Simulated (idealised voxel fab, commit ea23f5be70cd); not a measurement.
Process module under the name voxel self aligned vias
The width of the displayed cross-section, cut, is 235 nm; its cells are square, with a size of 5 nm.
Cross-sections here: square-cell grids, written as top-down lists of bands, a band being one or more rows of cells. What a band's entry tells you: where the top is and where the bottom is, as heights in nm, and after that what lies inside, material by material from left to right, each with its width in nm. Empty space is written as the word "empty", and a single material marked with the word "throughout" occupies the band from edge to edge. A quick word on heights: they are counted from 0, and under that level the wafer as it came to us is one material throughout. The lowest band is different from the rest in having no bottom; it simply continues downward, written as in "top 0, no bottom". A width such as "30 to 40" changes by the same amount from each row of cells to the next, from the band's top row to its bottom row. No cell of the cross-section changed in a step that is given as "stayed the same". Each empty space that has no open way to the top and spans at least 8 cells appears under "Voids, enclosed" as width x height at distance, the distance counted from the left edge, all in nm. If you see something after the settings on a step's line, that's the simulator's own remark about that step. overlay nm: where the mask lay relative to plan, measured to the right, on steps with a mask; negatives go left.
-- The following list gives the planned process steps
| 1 | op RECEIVE | material Si |
| 2 | op CONFORMAL_DEP | material SiO2 | thk nm 15 |
| 3 | op CONFORMAL_DEP | material SiCN | thk nm 5 |
| 4 | op DIRECTIONAL_DEP | material SiO2 | thk nm 30 |
| 5 | op MASKED_ETCH | tone open | mask id LINES | width nm 25 | pitch nm 60 | etch materials SiO2 | depth nm 30 | overlay nm 0 |
| 6 | op CONFORMAL_DEP | material TiN | thk nm 5 |
| 7 | op FILL_DEP | material W | thk nm 10 |
| 8 | op CMP | height nm 50 |
| 9 | op SELECTIVE_ETCH | etch materials W Ru TiN | depth nm 5 |
| 10 | op FILL_DEP | material SiN | thk nm 5 |
| 11 | op CMP | height nm 50 |
| 12 | op DIRECTIONAL_DEP | material SiO2 | thk nm 15 |
| 13 | op MASKED_ETCH | tone open | mask id VIAS | width nm 35 | pitch nm 60 | etch materials SiO2 | depth nm 15 | overlay nm 0 |
| 14 | op MASKED_ETCH | tone open | mask id VIAS | width nm 35 | pitch nm 60 | etch materials SiN | depth nm 5 | overlay nm 0 |
| 15 | op CONFORMAL_DEP | material TiN | thk nm 5 |
| 16 | op FILL_DEP | material Cu | thk nm 5 |
| 17 | op CMP | height nm 65 |
| 18 | op CONFORMAL_DEP | material SiCN | thk nm 5 |
-- Cross-section of the wafer at receipt, which is the condition after step 1
> top 0, no bottom = Si throughout
> Voids, enclosed: none
-- End-of-module cross-section of the first of two wafers, processed as planned
> top 70, bottom 65 = SiCN throughout
> top 65, bottom 55 = SiO2 70 nm, TiN 5 nm, Cu 25 nm, TiN 5 nm, SiO2 25 nm, TiN 5 nm, Cu 25 nm, TiN 5 nm, SiO2 70 nm
> top 55, bottom 50 = SiO2 70 nm, TiN 10 nm, Cu 15 nm, TiN 10 nm, SiO2 25 nm, TiN 10 nm, Cu 15 nm, TiN 10 nm, SiO2 70 nm
> top 50, bottom 45 = SiO2 75 nm, TiN 25 nm, SiO2 35 nm, TiN 25 nm, SiO2 75 nm
> top 45, bottom 25 = SiO2 75 nm, TiN 5 nm, W 15 nm, TiN 5 nm, SiO2 35 nm, TiN 5 nm, W 15 nm, TiN 5 nm, SiO2 75 nm
> top 25, bottom 20 = SiO2 75 nm, TiN 25 nm, SiO2 35 nm, TiN 25 nm, SiO2 75 nm
> top 20, bottom 15 = SiCN throughout
> top 15, bottom 0 = SiO2 throughout
> top 0, no bottom = Si throughout
> Voids, enclosed: none
-- Wafer two cross-section, module end. Start and plan unchanged from wafer one; one mistake made during the run
> top 70, bottom 65 = SiCN throughout
> top 65, bottom 55 = SiO2 70 nm, TiN 5 nm, Cu 25 nm, TiN 5 nm, SiO2 25 nm, TiN 5 nm, Cu 25 nm, TiN 5 nm, SiO2 70 nm
> top 55, bottom 50 = SiO2 70 nm, TiN 10 nm, Cu 15 nm, TiN 10 nm, SiO2 25 nm, TiN 10 nm, Cu 15 nm, TiN 10 nm, SiO2 70 nm
> top 50, bottom 45 = SiO2 75 nm, TiN 25 nm, SiO2 35 nm, TiN 25 nm, SiO2 75 nm
> top 45, bottom 25 = SiO2 75 nm, TiN 5 nm, W 15 nm, TiN 5 nm, SiO2 35 nm, TiN 5 nm, W 15 nm, TiN 5 nm, SiO2 75 nm
> top 25, bottom 20 = SiO2 75 nm, TiN 25 nm, SiO2 35 nm, TiN 25 nm, SiO2 75 nm
> top 20, bottom 5 = SiO2 throughout
> top 5, bottom 0 = SiCN throughout
> top 0, no bottom = Si throughout
> Voids, enclosed: none
The mistake made against the process plan was this: steps 2 and 3: order swapped relative to plan
When the process is done, the second wafer contains the same cell count of every material as the first wafer, but distributed over other locations.
